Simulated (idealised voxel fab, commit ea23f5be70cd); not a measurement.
process module | voxel released beams
cross-section cut | 180 nm wide | cells 5 nm
A cross-section is a grid of square cells, given in bands from the top down. A band is one or more rows of cells.
Each band's line starts with the height of the band's top and of its bottom, in nm. Then come its materials from left to right, each with its width in nm. One material with "throughout" fills the band from edge to edge. "air" is empty space.
Height 0 is the level under which the wafer as received is all one material. The lowest band goes on downwards, as in "0 down".
A width such as "30 to 40" changes by the same amount from each row of cells to the next, from the band's top row to its bottom row.
"no change" after a step means that no cell of the cross-section changed.
closed voids: empty space of 8 cells or more with no open way to the top, each as width x height at its distance from the left edge, in nm
after a step's settings: what the simulator itself notes on the step
overlay nm, on a step with a mask: how far to the right of its planned place the mask lay; to the left if negative
plan
1 op RECEIVE | material Si
2 op CONFORMAL_DEP | material Al2O3 | thk nm 5
3 op DIRECTIONAL_DEP | material SiO2 | thk nm 20
4 op MASKED_ETCH | tone open | mask id ANCHOR | width nm 40 | etch materials SiO2 | depth nm 20 | overlay nm 0
5 op CONFORMAL_DEP | material SiN | thk nm 15
6 op PATTERN | tone cover | mask id BEAM | material resist | width nm 105 | thk nm 15 | overlay nm 0
7 op DIRECTIONAL_ETCH | etch materials SiN | depth nm 15
8 op STRIP | etch materials resist
9 op STRIP | etch materials SiO2
as received, after step 1
  0 down: Si throughout
  closed voids: none
a wafer at the end: this start, this plan, one mistake
  55 to 40: air 35 | SiN 105 | air 40
  40 to 25: SiN throughout
  25 to 5: SiO2 40 | SiN 40 | SiO2 100
  5 to 0: Al2O3 throughout
  0 down: Si throughout
  closed voids: none
what went wrong: step 5 was run twice
